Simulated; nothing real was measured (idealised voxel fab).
The process module that follows is named voxel released beams.
205 nm wide, 5 nm square cells: that's cross-section cut.
Format of a cross-section: grid, square cells. Given as bands. Order: top down. Band: one or more rows of cells. Band: top height; bottom height; in nm. Then, left to right: material with width in nm, for each material. "all across": a single material spanning edge to edge. "air": empty space. Height datum 0, below which the as-received substrate wafer is one material. Lowest band open at the bottom, running downward: "z 0 and below". You'd read "30..40" like this: the band's top row of cells is as wide as the first number, its bottom row is as wide as the second, and going down, every row changes width by the same amount as the row before did. You'll sometimes find "remained the same" written for a step, and that's the way of saying that nowhere in the cross-section did a cell change during that step. Closed empty spaces (no open way to the top) of 8 cells or more are what "Fully enclosed voids" lists, each as width x height at distance from the left edge, nm for all three. Formally, on a step line, whatever follows the settings is a remark that the simulator itself makes on the step. overlay nm: step with mask; distance mask lay right of planned place; negative value = left of planned place.
### List of planned process steps
| 1 | RECEIVE with material Si |
| 2 | CONFORMAL_DEP with material Al2O3, thk nm 10 |
| 3 | DIRECTIONAL_DEP with material SiO2, thk nm 15 |
| 4 | PATTERN with tone open, mask id ANCHOR, material resist, width nm 35, thk nm 20, overlay nm 0 |
| 5 | DIRECTIONAL_ETCH with etch materials SiO2, depth nm 15 |
| 6 | STRIP with etch materials resist |
| 7 | CONFORMAL_DEP with material polySi, thk nm 10 |
| 8 | DIRECTIONAL_DEP with material aC, thk nm 10 |
| 9 | PATTERN with tone cover, mask id BEAM, material resist, width nm 100, thk nm 30, overlay nm 0 |
| 10 | DIRECTIONAL_ETCH with etch materials aC, depth nm 10 |
| 11 | STRIP with etch materials resist |
| 12 | DIRECTIONAL_ETCH with etch materials polySi, depth nm 10 |
| 13 | STRIP with etch materials aC |
| 14 | STRIP with etch materials SiO2 |
### First wafer out of two, processed as planned
### Cross-section of the wafer as it came to us, i.e., already through step 1
- z 0 and below = Si all across
- Fully enclosed voids: none
### Cross-sectional representation of the wafer at the conclusion of step 2
- z 10 to 0 = Al2O3 all across
- For the remainder of the cross-section, below 0, there is no change.
### Cross-sectional representation of the wafer at the conclusion of step 3
- z 25 to 10 = SiO2 all across
- For the remainder of the cross-section, below 10, there is no change.
### Cross-sectional representation of the wafer at the conclusion of step 4
- z 45 to 25 = resist=55; air=35; resist=115
- For the remainder of the cross-section, below 25, there is no change.
### Cross-sectional representation of the wafer at the conclusion of step 5
- z 45 to 25 = resist=55; air=35; resist=115
- z 25 to 10 = SiO2=55; air=35; SiO2=115
- For the remainder of the cross-section, below 10, there is no change.
### Cross-sectional representation of the wafer at the conclusion of step 6
- z 25 to 10 = SiO2=55; air=35; SiO2=115
- For the remainder of the cross-section, below 10, there is no change.
### Cross-sectional representation of the wafer at the conclusion of step 7
- z 35 to 25 = polySi=65; air=15; polySi=125
- z 25 to 20 = SiO2=55; polySi=10; air=15; polySi=10; SiO2=115
- z 20 to 10 = SiO2=55; polySi=35; SiO2=115
- For the remainder of the cross-section, below 10, there is no change.
### Cross-sectional representation of the wafer at the conclusion of step 8
- z 45 to 35 = aC=65; air=15; aC=125
- z 35 to 30 = polySi=65; air=15; polySi=125
- z 30 to 25 = polySi=65; aC=15; polySi=125
- z 25 to 20 = SiO2=55; polySi=10; aC=15; polySi=10; SiO2=115
- For the remainder of the cross-section, below 20, there is no change.
### Cross-sectional representation of the wafer at the conclusion of step 9
- z 75 to 45 = air=50; resist=100; air=55
- z 45 to 35 = aC=65; resist=15; aC=125
- z 35 to 30 = polySi=65; resist=15; polySi=125
- For the remainder of the cross-section, below 30, there is no change.
### Cross-sectional representation of the wafer at the conclusion of step 10
- z 65 to 45 = air=50; resist=100; air=55
- z 45 to 35 = air=50; aC=15; resist=15; aC=70; air=55
- For the remainder of the cross-section, below 35, there is no change.
### Cross-sectional representation of the wafer at the conclusion of step 11
- z 45 to 35 = air=50; aC=15; air=15; aC=70; air=55
- z 35 to 30 = polySi=65; air=15; polySi=125
- For the remainder of the cross-section, below 30, there is no change.
### Cross-sectional representation of the wafer at the conclusion of step 12
- z 45 to 35 = air=50; aC=15; air=15; aC=70; air=55
- z 35 to 30 = air=50; polySi=15; air=15; polySi=70; air=55
- z 30 to 25 = air=50; polySi=15; aC=15; polySi=70; air=55
- For the remainder of the cross-section, below 25, there is no change.
### Cross-sectional representation of the wafer at the conclusion of step 13
- z 35 to 25 = air=50; polySi=15; air=15; polySi=70; air=55
- z 25 to 20 = SiO2=55; polySi=10; air=15; polySi=10; SiO2=115
- For the remainder of the cross-section, below 20, there is no change.
### Cross-sectional representation of the wafer at the conclusion of step 14
- z 35 to 25 = air=50; polySi=15; air=15; polySi=70; air=55
- z 25 to 20 = air=55; polySi=10; air=15; polySi=10; air=115
- z 20 to 10 = air=55; polySi=35; air=115
- For the remainder of the cross-section, below 10, there is no change.
### It is to be noted that the second wafer proceeded from the same initial state and according to the same plan as the first, although one mistake was committed in its execution; through step 3, inclusive, the two wafers share an identical history
### Cross-section: second wafer, time at which step 4 was scheduled to end
- z 45 to 25 = resist=45; air=35; resist=125
- For the remainder of the cross-section, below 25, there is no change.
### Cross-section: second wafer, time at which step 5 was scheduled to end
- z 45 to 25 = resist=45; air=35; resist=125
- z 25 to 10 = SiO2=45; air=35; SiO2=125
- For the remainder of the cross-section, below 10, there is no change.
### Cross-section: second wafer, time at which step 6 was scheduled to end
- z 25 to 10 = SiO2=45; air=35; SiO2=125
- For the remainder of the cross-section, below 10, there is no change.
### Cross-section: second wafer, time at which step 7 was scheduled to end
- z 35 to 25 = polySi=55; air=15; polySi=135
- z 25 to 20 = SiO2=45; polySi=10; air=15; polySi=10; SiO2=125
- z 20 to 10 = SiO2=45; polySi=35; SiO2=125
- For the remainder of the cross-section, below 10, there is no change.
### Cross-section: second wafer, time at which step 8 was scheduled to end
- z 45 to 35 = aC=55; air=15; aC=135
- z 35 to 30 = polySi=55; air=15; polySi=135
- z 30 to 25 = polySi=55; aC=15; polySi=135
- z 25 to 20 = SiO2=45; polySi=10; aC=15; polySi=10; SiO2=125
- For the remainder of the cross-section, below 20, there is no change.
### Cross-section: second wafer, time at which step 9 was scheduled to end
- z 75 to 45 = air=50; resist=100; air=55
- z 45 to 35 = aC=55; resist=15; aC=135
- z 35 to 30 = polySi=55; resist=15; polySi=135
- For the remainder of the cross-section, below 30, there is no change.
### Cross-section: second wafer, time at which step 10 was scheduled to end
- z 65 to 45 = air=50; resist=100; air=55
- z 45 to 35 = air=50; aC=5; resist=15; aC=80; air=55
- For the remainder of the cross-section, below 35, there is no change.
### Cross-section: second wafer, time at which step 11 was scheduled to end
- z 45 to 35 = air=50; aC=5; air=15; aC=80; air=55
- z 35 to 30 = polySi=55; air=15; polySi=135
- For the remainder of the cross-section, below 30, there is no change.
### Cross-section: second wafer, time at which step 12 was scheduled to end
- z 45 to 35 = air=50; aC=5; air=15; aC=80; air=55
- z 35 to 30 = air=50; polySi=5; air=15; polySi=80; air=55
- z 30 to 25 = air=50; polySi=5; aC=15; polySi=80; air=55
- For the remainder of the cross-section, below 25, there is no change.
### Cross-section: second wafer, time at which step 13 was scheduled to end
- z 35 to 25 = air=50; polySi=5; air=15; polySi=80; air=55
- z 25 to 20 = SiO2=45; polySi=10; air=15; polySi=10; SiO2=125
- For the remainder of the cross-section, below 20, there is no change.
### Cross-section: second wafer, time at which step 14 was scheduled to end
- z 35 to 25 = air=50; polySi=5; air=15; polySi=80; air=55
- z 25 to 20 = air=45; polySi=10; air=15; polySi=10; air=125
- z 20 to 10 = air=45; polySi=35; air=125
- For the remainder of the cross-section, below 10, there is no change.
What went wrong in running the wafer? step 4, actual vs plan mismatch, actual run PATTERN with tone open, mask id ANCHOR, material resist, width nm 35, thk nm 20, overlay nm -10
So at the finish, the second wafer's got exactly as many cells of each material as the first, just not in the same spots.
